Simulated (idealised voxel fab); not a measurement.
process module | voxel wiring stack
cross-section cut | 175 nm wide | cells 5 nm
A cross-section is a grid of square cells, given in bands from the top down. A band is one or more rows of cells.
Each band's line starts with the height of the band's top and of its bottom, in nm. Then come its materials from left to right, each with its width in nm. One material with "throughout" fills the band from edge to edge. "air" is empty space.
Height 0 is the level under which the wafer as received is all one material. The lowest band goes on downwards, as in "0 down".
A width such as "30 to 40" changes by the same amount from each row of cells to the next, from the band's top row to its bottom row.
"no change" after a step means that no cell of the cross-section changed.
closed voids: empty space of 8 cells or more with no open way to the top, each as width x height at its distance from the left edge, in nm
after a step's settings: what the simulator itself notes on the step
overlay nm, on a step with a mask: how far to the right of its planned place the mask lay; to the left if negative
plan
1 op RECEIVE | material Si
2 op CONFORMAL_DEP | material SiO2 | thk nm 15
3 op DIRECTIONAL_DEP | material TiN | thk nm 5
4 op DIRECTIONAL_DEP | material Ru | thk nm 20
5 op PATTERN | tone cover | mask id METAL_1 | material resist | width nm 25 | pitch nm 50 | thk nm 20 | overlay nm -10
6 op DIRECTIONAL_ETCH | etch materials Ru | depth nm 20
7 op DIRECTIONAL_ETCH | etch materials TiN | depth nm 5
8 op STRIP | etch materials resist
9 op CONFORMAL_DEP | material SiN | thk nm 5
10 op FILL_DEP | material lowk | thk nm 10
11 op CMP | height nm 40
12 op CONFORMAL_DEP | material SiCN | thk nm 5
13 op DIRECTIONAL_DEP | material lowk | thk nm 30
14 op PATTERN | tone open | mask id METAL_2 | material resist | width nm 25 | pitch nm 50 | thk nm 15 | overlay nm 0
15 op DIRECTIONAL_ETCH | etch materials lowk | depth nm 15
16 op STRIP | etch materials resist
17 op DIRECTIONAL_DEP | material aC | thk nm 15
18 op PATTERN | tone open | mask id METAL_2_HOLES | material resist | width nm 15 | pitch nm 50 | thk nm 35 | overlay nm 0
19 op DIRECTIONAL_ETCH | etch materials aC | depth nm 15
20 op STRIP | etch materials resist
21 op DIRECTIONAL_ETCH | etch materials lowk | depth nm 15
22 op DIRECTIONAL_ETCH | etch materials SiCN | depth nm 5
23 op STRIP | etch materials aC
24 op CONFORMAL_DEP | material TiN | thk nm 5
25 op FILL_DEP | material Cu | thk nm 5
26 op CMP | height nm 75
27 op CONFORMAL_DEP | material SiCN | thk nm 5
varied across the wafers: overlay nm of step 5. The plan shows the first wafer's value. All wafers start alike
first wafer as received, after step 1
  0 down: Si throughout
  closed voids: none
each wafer at the end: cells of each material gained (+) or lost (-) since it was received, then its closed voids
overlay nm -10 | +30 Cu | +60 Ru | +61 SiCN | +44 SiN | +105 SiO2 | +66 TiN | +194 lowk | closed voids: none
overlay nm -5 | +30 Cu | +60 Ru | +61 SiCN | +44 SiN | +105 SiO2 | +66 TiN | +194 lowk | closed voids: none
overlay nm 0 | +30 Cu | +60 Ru | +61 SiCN | +44 SiN | +105 SiO2 | +66 TiN | +194 lowk | closed voids: none
overlay nm 5 | +30 Cu | +60 Ru | +61 SiCN | +44 SiN | +105 SiO2 | +66 TiN | +194 lowk | closed voids: none
overlay nm 10 | +30 Cu | +60 Ru | +61 SiCN | +44 SiN | +105 SiO2 | +66 TiN | +194 lowk | closed voids: none
